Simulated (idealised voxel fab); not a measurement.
Presented below is a process module, voxel air gaps.
The cross-section shown here is cut; it is 165 nm wide and divided into square cells measuring 5 nm on a side.
Cross-section = grid of square cells, listed top down in bands; band = one or more rows.
The band entry comprises the height of the band's top followed by the height of its bottom, expressed in nm, and subsequently the band's materials from left to right, each stated together with its width in nm. Where a single material is marked with the word "throughout", that material fills the band from edge to edge. The word "air" represents empty space.
Height 0 is the level under which the wafer as received is all one material. The lowest band goes on downwards, as in "from 0 down".
You'd read "30..40" like this: the band's top row of cells is as wide as the first number, its bottom row is as wide as the second, and going down, every row changes width by the same amount as the row before did.
What does "remained the same" mean for a step? It means no cell of the cross-section changed in that step.
Empty spaces counting at least 8 cells and having no open way to the top are listed in "Enclosed void list". The notation width x height at distance is used for each, the distance being from the left edge and all three values in nm.
The remark found on a step's line after its settings is issued by the simulator itself and pertains to that step.
On any step carrying a mask, the "overlay nm" setting, if present on the step's line, tells how far right of its planned place the mask lay; negative values point to the left.

# Here's what the planned process steps look like
step 1: RECEIVE [material Si]
step 2: CONFORMAL_DEP [material SiO2] [thk nm 15]
step 3: CONFORMAL_DEP [material SiCN] [thk nm 5]
step 4: DIRECTIONAL_DEP [material SiO2] [thk nm 30]
step 5: DIRECTIONAL_DEP [material aC] [thk nm 10]
step 6: PATTERN [tone open] [mask id LINES] [material resist] [width nm 15] [pitch nm 40] [thk nm 25] [overlay nm 0]
step 7: DIRECTIONAL_ETCH [etch materials aC] [depth nm 10]
step 8: STRIP [etch materials resist]
step 9: DIRECTIONAL_ETCH [etch materials SiO2] [depth nm 30]
step 10: STRIP [etch materials aC]
step 11: CONFORMAL_DEP [material TiN] [thk nm 5]
step 12: FILL_DEP [material W] [thk nm 10]
step 13: CMP [height nm 50]
step 14: EPI [material Ru] [thk nm 10]
step 15: SELECTIVE_ETCH [etch materials SiO2] [depth nm 40]
step 16: CONFORMAL_DEP [material SiCN] [thk nm 5]

# Shown in cross-section is the wafer as received, that is, as it stands after step 1
	from 0 down = Si throughout
	Enclosed void list: none

# Below is the wafer in cross-section after the module was completed. It began from the starting point shown above and followed the plan shown above, except that one mistake was made while running it
	from 65 to 60 = air (20)  SiCN (125)  air (20)
	from 60 to 50 = air (20)  SiCN (5)  Ru (35)  SiCN (5)  Ru (35)  SiCN (5)  Ru (35)  SiCN (5)  air (20)
	from 50 to 45 = air (20)  SiCN (15)  TiN (5)  W (5)  TiN (5)  SiCN (25)  TiN (5)  W (5)  TiN (5)  SiCN (25)  TiN (5)  W (5)  TiN (5)  SiCN (15)  air (20)
	from 45 to 35 = air (30)  SiCN (5)  TiN (5)  W (5)  TiN (5)  SiCN (5)  air (15)  SiCN (5)  TiN (5)  W (5)  TiN (5)  SiCN (5)  air (15)  SiCN (5)  TiN (5)  W (5)  TiN (5)  SiCN (5)  air (30)
	from 35 to 30 = SiCN (35)  TiN (15)  SiCN (25)  TiN (15)  SiCN (25)  TiN (15)  SiCN (35)
	from 30 to 15 = SiCN throughout
	from 15 to 0 = SiO2 throughout
	from 0 down = Si throughout
	Enclosed void list: none
Nonconformance to the process plan: the process deviated at step 3: the operation and settings actually run there were CONFORMAL_DEP [material SiCN] [thk nm 15]
